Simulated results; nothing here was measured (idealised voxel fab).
Module name: voxel capacitor over wiring (process module)
The width of the displayed cross-section, cut, is 300 nm; its cells are square, with a size of 5 nm.
Think of the cross-section as a grid of square cells. We describe it in bands, top to bottom, and each band covers one or more rows of those cells. Band entry format. Leading values: height of top, height of bottom, nm. Remainder: materials in left-to-right order, each with its width in nm. Special words: "all across" on a single material, which then fills the band edge to edge; "empty", empty space. Basically, 0 is our baseline, since under it the wafer straight out of the box is all one material. The bottom band has no lower end and keeps on going down, so it looks like "0..down". Think of "30 to 40" as a width that walks from the first number to the second as you go down the band, top row to bottom row, taking equal-sized steps from row to row. What does "no change occurred" mean for a step? It means no cell of the cross-section changed in that step. In "Enclosed voids" the enclosed voids are listed, meaning empty spaces of 8 cells or larger without any opening to the top. The form is width x height at distance, distance from the left edge, units nm. Anything after a step's settings on that line? It's the simulator's own note about the step. overlay nm: where the mask lay relative to plan, measured to the right, on steps with a mask; negatives go left.

Planned process steps
step 1: RECEIVE, material Si
step 2: CONFORMAL_DEP, material SiO2, thk nm 15
step 3: CONFORMAL_DEP, material SiCN, thk nm 5
step 4: DIRECTIONAL_DEP, material SiO2, thk nm 20
step 5: DIRECTIONAL_DEP, material aC, thk nm 15
step 6: PATTERN, tone open, mask id METAL_1, material resist, width nm 25, pitch nm 80, thk nm 30, overlay nm 0
step 7: DIRECTIONAL_ETCH, etch materials aC, depth nm 15
step 8: STRIP, etch materials resist
step 9: DIRECTIONAL_ETCH, etch materials SiO2, depth nm 20
step 10: DIRECTIONAL_ETCH, etch materials SiCN, depth nm 5
step 11: STRIP, etch materials aC
step 12: CONFORMAL_DEP, material TiN, thk nm 5
step 13: FILL_DEP, material W, thk nm 5
step 14: CMP, height nm 40
step 15: CONFORMAL_DEP, material SiCN, thk nm 5
step 16: DIRECTIONAL_DEP, material SiO2, thk nm 10
step 17: PATTERN, tone open, mask id PLUG_1, material resist, width nm 15, thk nm 20, overlay nm 0
step 18: DIRECTIONAL_ETCH, etch materials SiO2, depth nm 10
step 19: DIRECTIONAL_ETCH, etch materials SiCN, depth nm 5
step 20: STRIP, etch materials resist
step 21: CONFORMAL_DEP, material TiN, thk nm 5
step 22: FILL_DEP, material Ru, thk nm 10
step 23: CMP, height nm 55
step 24: DIRECTIONAL_DEP, material TiN, thk nm 5
step 25: DIRECTIONAL_DEP, material HfO2, thk nm 5
step 26: DIRECTIONAL_DEP, material TiN, thk nm 5
step 27: MASKED_ETCH, tone cover, mask id UPPER_PLATE, width nm 60, etch materials TiN, depth nm 5, overlay nm 0
step 28: MASKED_ETCH, tone cover, mask id UPPER_PLATE, width nm 60, etch materials HfO2, depth nm 5, overlay nm 0
step 29: MASKED_ETCH, tone cover, mask id LOWER_PLATE, width nm 70, etch materials TiN, depth nm 5, overlay nm 0
step 30: FILL_DEP, material SiO2, thk nm 20
step 31: CMP, height nm 85
step 32: MASKED_ETCH, tone open, mask id PLUG_2, width nm 15, etch materials SiO2, depth nm 15, overlay nm 0
step 33: CONFORMAL_DEP, material TiN, thk nm 5
step 34: FILL_DEP, material Ru, thk nm 5
step 35: CMP, height nm 85
step 36: CONFORMAL_DEP, material SiCN, thk nm 5

As-received state of the wafer in cross-section, equivalent to post-step 1
    0..down  Si all across
    Enclosed voids: none

One mistake in running the module, otherwise start and plan as above: cross-section at the end
    90..85  SiCN all across
    85..75  SiO2 (115)  TiN (5)  Ru (5)  TiN (5)  SiO2 (170)
    75..65  SiO2 (115 to 110)  TiN (15 to 60)  SiO2 (170 to 130)
    65..60  SiO2 (105)  HfO2 (65)  SiO2 (130)
    60..55  SiO2 (100)  TiN (70)  SiO2 (130)
    55..45  SiO2 (105)  TiN (5)  Ru (5)  TiN (5)  SiO2 (180)
    45..40  SiCN (105)  TiN (15)  SiCN (180)
    40..20  SiO2 (95)  TiN (5)  W (15)  TiN (5)  SiO2 (55)  TiN (5)  W (15)  TiN (5)  SiO2 (100)
    20..15  SiCN (95)  TiN (25)  SiCN (55)  TiN (25)  SiCN (100)
    15..0  SiO2 all across
    0..down  Si all across
    Enclosed voids: none
Misprocessing identified: step 27 ran differently from the plan; actual operation with settings: MASKED_ETCH, tone cover, mask id UPPER_PLATE, width nm 60, etch materials TiN, depth nm 5, overlay nm 5
